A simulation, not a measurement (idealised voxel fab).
Process module under the name voxel local oxidation
The figure presents cross-section cut, which has a width of 165 nm and is divided into square cells with an edge length of 5 nm.
For the purposes of this document, a cross-section shall be understood as a grid of square cells, specified as bands listed in top-to-bottom order, each band consisting of one or more rows of cells. Within each band entry, the heights of the top and of the bottom of the band appear first, in that order and in nm; the materials of the band then follow from left to right, each with its corresponding width in nm. The designation "full width" on a single material indicates that it fills the band from edge to edge; the designation "blank" indicates empty space. Counting heights begins at 0, where everything beneath is, in the wafer as received, one material. The lowest band has no bottom; it goes on downwards, as "z 0 and below" shows. The notation "30 to 40" denotes a width that varies across the rows of cells in the band, beginning at the first number in the top row, finishing at the second number in the bottom row, and changing by an identical amount from each row to the next. Given "identical to before" for a step, no cell of the cross-section differs between before and after that step. Reported under the label "Trapped void list" are the empty spaces having no open way to the top and comprising 8 cells or more; the notation for each is width x height at distance, in which the distance is measured from the left edge and all three values are in nm. The remark found on a step's line after its settings is issued by the simulator itself and pertains to that step. overlay nm: mask right of planned place by this much (step with mask). Neg. = left.

Intended process steps:
1: RECEIVE (material Si)
2: OXIDIZE (depth nm 5)
3: CONFORMAL_DEP (material SiN; thk nm 10)
4: MASKED_ETCH (tone cover; mask id ACTIVE; width nm 110; etch materials SiN; depth nm 10; overlay nm 0)
5: SELECTIVE_ETCH (etch materials SiO2; depth nm 5)
6: OXIDIZE (depth nm 15)
7: STRIP (etch materials SiN)

First of two wafers: run as planned:

Cross-section, incoming material, after step 1:
  z 0 and below = Si full width
  Trapped void list: none

Once step 2 is through, the wafer looks like this in cross-section:
  z 0 to -5 = SiO2 full width
  Anything lower than -5 is untouched.

Once step 3 is through, the wafer looks like this in cross-section:
  z 10 to 0 = SiN full width
  Anything lower than 0 is untouched.

Once step 4 is through, the wafer looks like this in cross-section:
  z 10 to 0 = blank 25, SiN 110, blank 30
  Anything lower than 0 is untouched.

Once step 5 is through, the wafer looks like this in cross-section:
  z 10 to 0 = blank 25, SiN 110, blank 30
  z 0 to -5 = blank 30, SiO2 100, blank 35
  Anything lower than -5 is untouched.

Once step 6 is through, the wafer looks like this in cross-section:
  z 10 to 0 = blank 25, SiN 110, blank 30
  z 0 to -5 = blank 30, SiO2 100, blank 35
  z -5 to -20 = SiO2 45, Si 70, SiO2 50
  Anything lower than -20 is untouched.

Once step 7 is through, the wafer looks like this in cross-section:
  z 0 to -5 = blank 30, SiO2 100, blank 35
  Anything lower than -5 is untouched.

Wafer two. Identical start, identical plan. One mistake in execution. Identical history through step 3:

Here is the second wafer in cross-section at the point where step 4 of the plan should have been done:
  z 10 to 0 = blank 15, SiN 110, blank 40
  Anything lower than 0 is untouched.

Here is the second wafer in cross-section at the point where step 5 of the plan should have been done:
  z 10 to 0 = blank 15, SiN 110, blank 40
  z 0 to -5 = blank 20, SiO2 100, blank 45
  Anything lower than -5 is untouched.

Here is the second wafer in cross-section at the point where step 6 of the plan should have been done:
  z 10 to 0 = blank 15, SiN 110, blank 40
  z 0 to -5 = blank 20, SiO2 100, blank 45
  z -5 to -20 = SiO2 35, Si 70, SiO2 60
  Anything lower than -20 is untouched.

Here is the second wafer in cross-section at the point where step 7 of the plan should have been done:
  z 0 to -5 = blank 20, SiO2 100, blank 45
  Anything lower than -5 is untouched.
The plan and the run diverged here: heads up, step 4 didn't go per plan, it actually ran as MASKED_ETCH (tone cover; mask id ACTIVE; width nm 110; etch materials SiN; depth nm 10; overlay nm -10)
If you tally the cells, the second wafer ends up with the same amount of every material as the first; it's all just sitting in different places.
